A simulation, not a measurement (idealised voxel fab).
The following is a process module called voxel wiring stack.
Shown is cross-section cut, with a width of 160 nm and square cells of size 5 nm.
The cross-sections in this document take the form of a grid made of square cells. They are written out as bands, in order from top to bottom. Each band consists of one or more rows of cells.
Band: top height; bottom height; in nm. Then, left to right: material with width in nm, for each material. "full width": a single material spanning edge to edge. "air": empty space.
Height is counted from the level 0, under which the received wafer is composed throughout of one material. The lowest of the bands is not closed at the bottom but continues downward, in the notation "0..down".
When a width is written as two numbers, as in "30..40", the first number is the width in the top row of cells of the band and the second is the width in its bottom row, and the width changes by the same amount from each row to the next.
Basically "changes: none" means that step didn't change any cell in the cross-section.
The entry titled "Closed void roster" provides the empty spaces that have no open way to the top, restricted to those of 8 cells or more. Each is presented as width x height at distance, the distance being measured from the left edge, with all three in nm.
On a step's line, text after the settings is the simulator commenting on that step.
overlay nm: how far to the right of its planned place the mask lay on this masked step (negative: to the left).

-- The following list gives the planned process steps
step 1: RECEIVE, material Si
step 2: CONFORMAL_DEP, material SiO2, thk nm 15
step 3: CONFORMAL_DEP, material SiN, thk nm 5
step 4: DIRECTIONAL_DEP, material SiO2, thk nm 25
step 5: PATTERN, tone open, mask id METAL_1, material resist, width nm 25, pitch nm 45, thk nm 15, overlay nm 0
step 6: DIRECTIONAL_ETCH, etch materials SiO2, depth nm 25
step 7: DIRECTIONAL_ETCH, etch materials SiN, depth nm 5
step 8: STRIP, etch materials resist
step 9: CONFORMAL_DEP, material TiN, thk nm 5
step 10: FILL_DEP, material Ru, thk nm 10
step 11: CMP, height nm 45
step 12: CONFORMAL_DEP, material SiCN, thk nm 5
step 13: DIRECTIONAL_DEP, material SiO2, thk nm 30
step 14: MASKED_ETCH, tone open, mask id METAL_2, width nm 25, pitch nm 45, etch materials SiO2, depth nm 20, overlay nm 0
step 15: PATTERN, tone open, mask id METAL_2_HOLES, material resist, width nm 15, thk nm 20, overlay nm 0
step 16: DIRECTIONAL_ETCH, etch materials SiO2, depth nm 10
step 17: DIRECTIONAL_ETCH, etch materials SiCN, depth nm 5
step 18: STRIP, etch materials resist
step 19: CONFORMAL_DEP, material TiN, thk nm 5
step 20: FILL_DEP, material Cu, thk nm 10
step 21: CMP, height nm 80
step 22: CONFORMAL_DEP, material SiCN, thk nm 5
step 23: DIRECTIONAL_DEP, material lowk, thk nm 10
step 24: MASKED_ETCH, tone open, mask id PLUG_2, width nm 15, etch materials lowk, depth nm 10, overlay nm 0
step 25: MASKED_ETCH, tone open, mask id PLUG_2, width nm 15, etch materials SiCN, depth nm 5, overlay nm 0
step 26: CONFORMAL_DEP, material TiN, thk nm 5
step 27: FILL_DEP, material Cu, thk nm 5
step 28: CMP, height nm 95
step 29: CONFORMAL_DEP, material SiCN, thk nm 5
step 30: DIRECTIONAL_DEP, material SiO2, thk nm 20
step 31: MASKED_ETCH, tone open, mask id METAL_3, width nm 25, pitch nm 45, etch materials SiO2, depth nm 20, overlay nm 0
step 32: MASKED_ETCH, tone open, mask id METAL_3, width nm 25, pitch nm 45, etch materials SiCN, depth nm 5, overlay nm 0
step 33: CONFORMAL_DEP, material TiN, thk nm 5
step 34: FILL_DEP, material Cu, thk nm 5
step 35: CMP, height nm 120
step 36: CONFORMAL_DEP, material SiCN, thk nm 5

-- Cross-section of the wafer upon arrival, representing the state reached after step 1
* 0..down = Si full width
* Closed void roster: none

-- Cross-section, end of module. Start: as above. Plan: as above. Execution: one mistake
* 125..120 = SiCN full width
* 120..100 = SiO2 (45), then TiN (5), then Cu (15), then TiN (5), then SiO2 (20), then TiN (5), then Cu (15), then TiN (5), then SiO2 (45)
* 100..95 = SiCN (45), then TiN (25), then SiCN (20), then TiN (25), then SiCN (45)
* 95..85 = lowk (45), then TiN (5), then Cu (5), then TiN (5), then lowk (100)
* 85..80 = SiCN (45), then TiN (15), then SiCN (100)
* 80..65 = SiO2 (45), then TiN (5), then Cu (15), then TiN (5), then SiO2 (20), then TiN (5), then Cu (15), then TiN (5), then SiO2 (45)
* 65..60 = SiO2 (45), then TiN (5), then Cu (5), then TiN (15), then SiO2 (20), then TiN (25), then SiO2 (45)
* 60..50 = SiO2 (45), then TiN (5), then Cu (5), then TiN (5), then SiO2 (100)
* 50..45 = SiCN (45), then TiN (15), then SiCN (100)
* 45..25 = SiO2 (45), then TiN (5), then Ru (15), then TiN (5), then SiO2 (20), then TiN (5), then Ru (15), then TiN (5), then SiO2 (45)
* 25..20 = SiN (45), then TiN (25), then SiN (20), then TiN (25), then SiN (45)
* 20..0 = SiO2 full width
* 0..down = Si full width
* Closed void roster: none
In executing the process, a mistake was made relative to the plan: heads up, step 2 didn't go per plan, it actually ran as CONFORMAL_DEP, material SiO2, thk nm 20
